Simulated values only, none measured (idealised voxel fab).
Process module under the name voxel self aligned contacts
We display cut, a cross-section 160 nm in width whose square cells are each 5 nm.
In this document a cross-section is written as a grid of square cells. It is given as a series of bands, listed from the top down, and a band is one or more rows of cells. Band: top and bottom heights (nm) first, top before bottom; then materials from left to right, widths in nm. "everywhere" marks a sole material filling the band edge to edge. "air" denotes empty space. Convention: height 0 is the level below which the wafer, as received, is all one material. The lowest band does not terminate at the bottom but continues downward, represented as "0..down". It should be noted that a width expressed as "30..40" varies in equal increments from row to row of cells within the band, taking the value of the first number at the top row and that of the second number at the bottom row. The cross-section has no changed cell in any step marked "left unchanged". "Fully sealed cavities" contains a list of empty spaces, each no smaller than 8 cells and without an open way to the top, written in the form width x height at distance with the distance from the left edge and all three in nm. Whatever follows a step's settings on its line is a remark the simulator itself makes about that step. For masked steps, "overlay nm" on the step line gives how far right of plan the mask actually lay; a minus sign means it lay to the left.

-- Intended process steps
1 RECEIVE | material Si
2 CONFORMAL_DEP | material SiO2 | thk nm 5
3 DIRECTIONAL_DEP | material polySi | thk nm 30
4 DIRECTIONAL_DEP | material SiN | thk nm 20
5 MASKED_ETCH | tone cover | mask id GATE | width nm 30 | pitch nm 60 | etch materials SiN | depth nm 20 | overlay nm 0
6 MASKED_ETCH | tone cover | mask id GATE | width nm 30 | pitch nm 60 | etch materials polySi | depth nm 30 | overlay nm 0
7 CONFORMAL_DEP | material SiN | thk nm 5
8 DIRECTIONAL_ETCH | etch materials SiN | depth nm 5
9 FILL_DEP | material SiO2 | thk nm 20
10 CMP | height nm 65
11 DIRECTIONAL_DEP | material aC | thk nm 10
12 PATTERN | tone open | mask id CONTACT | material resist | width nm 40 | thk nm 25 | overlay nm 0
13 DIRECTIONAL_ETCH | etch materials aC | depth nm 10
14 STRIP | etch materials resist
15 DIRECTIONAL_ETCH | etch materials SiO2 | depth nm 65
16 STRIP | etch materials aC
17 CONFORMAL_DEP | material TiN | thk nm 5
18 FILL_DEP | material Ru | thk nm 5
19 CMP | height nm 65
20 CONFORMAL_DEP | material SiCN | thk nm 5

-- Received-state cross-section, reflecting completion of step 1
  0..down  Si everywhere
  Fully sealed cavities: none

-- End-of-module XS, first of two wafers, run as planned
  70..65  SiCN everywhere
  65..55  SiO2 (60), then TiN (5..15), then Ru (30..10), then TiN (5..15), then SiO2 (60)
  55..35  SiO2 (30), then SiN (40), then TiN (5), then Ru (10), then TiN (5), then SiN (40), then SiO2 (30)
  35..5  SiO2 (30), then SiN (5), then polySi (30), then SiN (5), then TiN (5), then Ru (10), then TiN (5), then SiN (5), then polySi (30), then SiN (5), then SiO2 (30)
  5..0  SiO2 (70), then TiN (20), then SiO2 (70)
  0..down  Si everywhere
  Fully sealed cavities: none

-- Module end: cross-section of wafer two of two. Same start and process plan as the first wafer. One mistake during execution
  70..65  SiCN everywhere
  65..60  SiO2 (60), then TiN (5), then Ru (30), then TiN (5), then SiO2 (60)
  60..55  SiO2 (60), then TiN (40), then SiO2 (60)
  55..35  SiN (40), then SiO2 (20), then SiN (40), then SiO2 (20), then SiN (40)
  35..5  polySi everywhere
  5..0  SiO2 everywhere
  0..down  Si everywhere
  Fully sealed cavities: none
What went wrong in running the wafer? step 5 changed vs plan, executed as MASKED_ETCH | tone open | mask id GATE | width nm 30 | pitch nm 60 | etch materials SiN | depth nm 20 | overlay nm 0
at the end the second wafer has, in cells: Ru -22; SiN +8; SiO2 -84; TiN -22; polySi +120
